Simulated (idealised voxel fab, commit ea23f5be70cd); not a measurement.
The process module presented herein is designated voxel lift off.
Each square cell in cross-section cut measures 5 nm, and the section as a whole is 265 nm wide.
Just so we're on the same page, the cross-sections are grids of square cells, and they're listed out in bands top to bottom, each band one or more rows deep. Per band: top height and bottom height in nm, followed by the left-to-right materials and their widths in nm; "edge to edge" marks a single material spanning edge to edge, "blank" marks empty space. Heights from 0 (as-received wafer is one material below). Bottom band endless downward, as "z 0 and below". Quick explanation for "30 to 40": the width changes in equal steps down the rows of cells, from the first number in the band's top row to the second number in its bottom row. "identical to before" (step): cross-section cells unchanged, all of them. This entry, "Enclosed void inventory", enumerates those empty regions of no fewer than 8 cells that possess no open connection to the top. Each region is reported in the form width x height at distance, the distance being taken from the left edge, with all three quantities expressed in nm. Step line, after settings: the simulator's comment on this step. Regarding "overlay nm": on a step with a mask, it is the distance the mask lay to the right of its planned place; a negative value places it to the left.
-- Steps planned for the process
1,RECEIVE | material Si
2,CONFORMAL_DEP | material SiO2 | thk nm 5
3,PATTERN | tone open | mask id LINES | material resist | width nm 20 | pitch nm 50 | thk nm 25 | overlay nm 0
4,DIRECTIONAL_DEP | material Ru | thk nm 15
5,STRIP | etch materials resist
6,CONFORMAL_DEP | material SiN | thk nm 5
Variable across wafers: step 3 width nm (plan value is that of the first wafer; starting state common to all).
-- Step 1 complete: as-received cross-section of the first of several wafers
z 0 and below: Si edge to edge
Enclosed void inventory: none
-- Take a look at the first of several wafers in cross-section: the module is done, and step 6 was its last step
z 25 to 20: blank 65 nm / SiN 30 nm / blank 20 nm / SiN 30 nm / blank 20 nm / SiN 30 nm / blank 70 nm
z 20 to 10: blank 65 nm / SiN 5 nm / Ru 20 nm / SiN 5 nm / blank 20 nm / SiN 5 nm / Ru 20 nm / SiN 5 nm / blank 20 nm / SiN 5 nm / Ru 20 nm / SiN 5 nm / blank 70 nm
z 10 to 5: SiN 70 nm / Ru 20 nm / SiN 30 nm / Ru 20 nm / SiN 30 nm / Ru 20 nm / SiN 75 nm
z 5 to 0: SiO2 edge to edge
z 0 and below: Si edge to edge
Enclosed void inventory: none
-- Cross-sectional view of the final wafer of several at the module's end
z 25 to 20: blank 60 nm / SiN 45 nm / blank 5 nm / SiN 45 nm / blank 5 nm / SiN 45 nm / blank 60 nm
z 20 to 10: blank 60 nm / SiN 5 nm / Ru 35 nm / SiN 5 nm / blank 5 nm / SiN 5 nm / Ru 35 nm / SiN 5 nm / blank 5 nm / SiN 5 nm / Ru 35 nm / SiN 5 nm / blank 60 nm
z 10 to 5: SiN 65 nm / Ru 35 nm / SiN 15 nm / Ru 35 nm / SiN 15 nm / Ru 35 nm / SiN 65 nm
z 5 to 0: SiO2 edge to edge
z 0 and below: Si edge to edge
Enclosed void inventory: none
-- Basically each wafer gets a line in the table, showing it at the end of the module: material by material, the cells it gained (+) or lost (-) since we got it, then its closed voids
width nm 20; +36 Ru; +71 SiN; +53 SiO2; Enclosed void inventory: none
width nm 25; +45 Ru; +71 SiN; +53 SiO2; Enclosed void inventory: none
width nm 30; +54 Ru; +71 SiN; +53 SiO2; Enclosed void inventory: none
width nm 35; +63 Ru; +71 SiN; +53 SiO2; Enclosed void inventory: none
